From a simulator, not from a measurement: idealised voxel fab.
process module | voxel wiring stack
cross-section cut | 155 nm wide | cells 5 nm
A cross-section is a grid of square cells, given in bands from the top down. A band is one or more rows of cells.
Each band's line starts with the height of the band's top and of its bottom, in nm. Then come its materials from left to right, each with its width in nm. One material with "throughout" fills the band from edge to edge. "air" is empty space.
Height 0 is the level under which the wafer as received is all one material. The lowest band goes on downwards, as in "0 down".
A width such as "30 to 40" changes by the same amount from each row of cells to the next, from the band's top row to its bottom row.
"no change" after a step means that no cell of the cross-section changed.
closed voids: empty space of 8 cells or more with no open way to the top, each as width x height at its distance from the left edge, in nm
after a step's settings: what the simulator itself notes on the step
overlay nm, on a step with a mask: how far to the right of its planned place the mask lay; to the left if negative
plan
1 op RECEIVE | material Si
2 op CONFORMAL_DEP | material SiO2 | thk nm 10
3 op DIRECTIONAL_DEP | material TiN | thk nm 5
4 op DIRECTIONAL_DEP | material Ru | thk nm 15
5 op MASKED_ETCH | tone cover | mask id METAL_1 | width nm 25 | pitch nm 45 | etch materials Ru | depth nm 15 | overlay nm 0
6 op MASKED_ETCH | tone cover | mask id METAL_1 | width nm 25 | pitch nm 45 | etch materials TiN | depth nm 5 | overlay nm 0
7 op FILL_DEP | material lowk | thk nm 5
8 op CMP | height nm 30
9 op CONFORMAL_DEP | material SiCN | thk nm 5
10 op DIRECTIONAL_DEP | material lowk | thk nm 10
11 op MASKED_ETCH | tone open | mask id PLUG_1 | width nm 15 | pitch nm 45 | etch materials lowk | depth nm 10 | overlay nm 0
12 op MASKED_ETCH | tone open | mask id PLUG_1 | width nm 15 | pitch nm 45 | etch materials SiCN | depth nm 5 | overlay nm 0
13 op EPI | material Ru | thk nm 10
14 op EPI | material Ru | thk nm 5
15 op CONFORMAL_DEP | material SiCN | thk nm 5
16 op DIRECTIONAL_DEP | material SiO2 | thk nm 25
17 op PATTERN | tone open | mask id METAL_2 | material resist | width nm 25 | pitch nm 45 | thk nm 20 | overlay nm 0
18 op DIRECTIONAL_ETCH | etch materials SiO2 | depth nm 25
19 op DIRECTIONAL_ETCH | etch materials SiCN | depth nm 5
20 op STRIP | etch materials resist
21 op CONFORMAL_DEP | material TiN | thk nm 5
22 op FILL_DEP | material Ru | thk nm 10
23 op CMP | height nm 75
24 op CONFORMAL_DEP | material SiCN | thk nm 5
25 op DIRECTIONAL_DEP | material SiO2 | thk nm 35
26 op PATTERN | tone open | mask id METAL_3 | material resist | width nm 25 | pitch nm 45 | thk nm 20 | overlay nm 0
27 op DIRECTIONAL_ETCH | etch materials SiO2 | depth nm 20
28 op STRIP | etch materials resist
29 op MASKED_ETCH | tone open | mask id METAL_3_HOLES | width nm 15 | pitch nm 90 | etch materials SiO2 | depth nm 15 | overlay nm 0
30 op MASKED_ETCH | tone open | mask id METAL_3_HOLES | width nm 15 | pitch nm 90 | etch materials SiCN | depth nm 5 | overlay nm 0
31 op CONFORMAL_DEP | material TiN | thk nm 5
32 op FILL_DEP | material Cu | thk nm 5
33 op CMP | height nm 115
34 op CONFORMAL_DEP | material SiN | thk nm 5
as received, after step 1
  0 down: Si throughout
  closed voids: none
a wafer at the end: this start, this plan, one mistake
  120 to 115: SiN throughout
  115 to 100: SiO2 20 | TiN 5 | Cu 15 | TiN 5 | SiO2 20 | TiN 5 | Cu 15 | TiN 5 | SiO2 20 | TiN 5 | Cu 15 | TiN 5 | SiO2 20
  100 to 95: SiO2 20 | TiN 5 | Cu 5 | TiN 15 | SiO2 20 | TiN 25 | SiO2 20 | TiN 5 | Cu 5 | TiN 15 | SiO2 20
  95 to 80: SiO2 20 | TiN 5 | Cu 5 | TiN 5 | SiO2 75 | TiN 5 | Cu 5 | TiN 5 | SiO2 30
  80 to 75: SiCN 20 | TiN 15 | SiCN 75 | TiN 15 | SiCN 30
  75 to 50: SiO2 20 | TiN 5 | Ru 15 | TiN 5 | SiO2 20 | TiN 5 | Ru 15 | TiN 5 | SiO2 20 | TiN 5 | Ru 15 | TiN 5 | SiO2 20
  50 to 45: SiCN 20 | TiN 25 | SiCN 20 | TiN 25 | SiCN 20 | TiN 25 | SiCN 20
  45 to 35: lowk 20 | Ru 15 | lowk 30 | Ru 15 | lowk 30 | Ru 15 | lowk 30
  35 to 30: SiCN 20 | Ru 15 | SiCN 30 | Ru 15 | SiCN 30 | Ru 15 | SiCN 30
  30 to 15: lowk 20 | Ru 25 | lowk 20 | Ru 25 | lowk 20 | Ru 25 | lowk 20
  15 to 10: lowk 20 | TiN 25 | lowk 20 | TiN 25 | lowk 20 | TiN 25 | lowk 20
  10 to 0: Cu throughout
  0 down: Si throughout
  closed voids: none
what went wrong: step 2 ran as: op CONFORMAL_DEP | material Cu | thk nm 10
